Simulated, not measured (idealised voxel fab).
voxel plated lines: a process module
The cross-section on display is named cut; it measures 240 nm wide, and its cells are 5 nm squares.
Cross-section, as written here: a square-cell grid given band by band from the top down, where a band holds one or more rows of cells. Quick guide to a band line: top height, bottom height (nm) up front; then every material left to right with its width in nm. Only one material and it's marked "all across"? Then it fills the band edge to edge. And "empty" just means empty space. All heights in this document are referenced to 0, defined as the level beneath which the wafer, as received, consists entirely of one material. The lowest band is not bounded below; it extends indefinitely downward and is written in the form "top 0, no bottom". Top row gets the first number, bottom row gets the second, and each row in between changes by the same step: that is how a band width like "30..40" works. "no modifications" (step): cross-section cells unchanged, all of them. Enclosed voids (no open way to top), threshold 8 cells or more, entry "Cavities, sealed", notation width x height at distance, distance from left edge, nm. The remark found on a step's line after its settings is issued by the simulator itself and pertains to that step. A step's line can hold "overlay nm"; with a mask on that step, the setting says how far right of the planned place the mask lay, while a negative setting says it lay to the left.
Process steps foreseen in the plan:
1,RECEIVE, material Si
2,CONFORMAL_DEP, material SiN, thk nm 5
3,DIRECTIONAL_DEP, material TiN, thk nm 5
4,PATTERN, tone open, mask id LINES, material resist, width nm 15, pitch nm 35, thk nm 35, overlay nm 0
5,EPI, material Ru, thk nm 5
6,EPI, material Ru, thk nm 5
7,EPI, material Ru, thk nm 10
8,STRIP, etch materials resist
9,DIRECTIONAL_ETCH, etch materials TiN, depth nm 5
10,CONFORMAL_DEP, material SiCN, thk nm 5
Here's what the wafer looked like in cross-section when it arrived - that's after step 1:
  top 0, no bottom = Si all across
  Cavities, sealed: none
The module was run from the start shown above using the plan shown above, but one mistake was made doing it; the resulting wafer cross-section is below:
  top 35, bottom 30 = empty 90, SiCN 30, empty 5, SiCN 30, empty 85
  top 30, bottom 10 = empty 90, SiCN 5, Ru 20, SiCN 5, empty 5, SiCN 5, Ru 20, SiCN 5, empty 85
  top 10, bottom 5 = SiCN 95, TiN 20, SiCN 15, TiN 20, SiCN 90
  top 5, bottom 0 = SiN all across
  top 0, no bottom = Si all across
  Cavities, sealed: none
So what did we get wrong on this run? step 4 ran differently from the plan; actual operation with settings: PATTERN, tone open, mask id LINES, material resist, width nm 20, pitch nm 35, thk nm 35, overlay nm 0
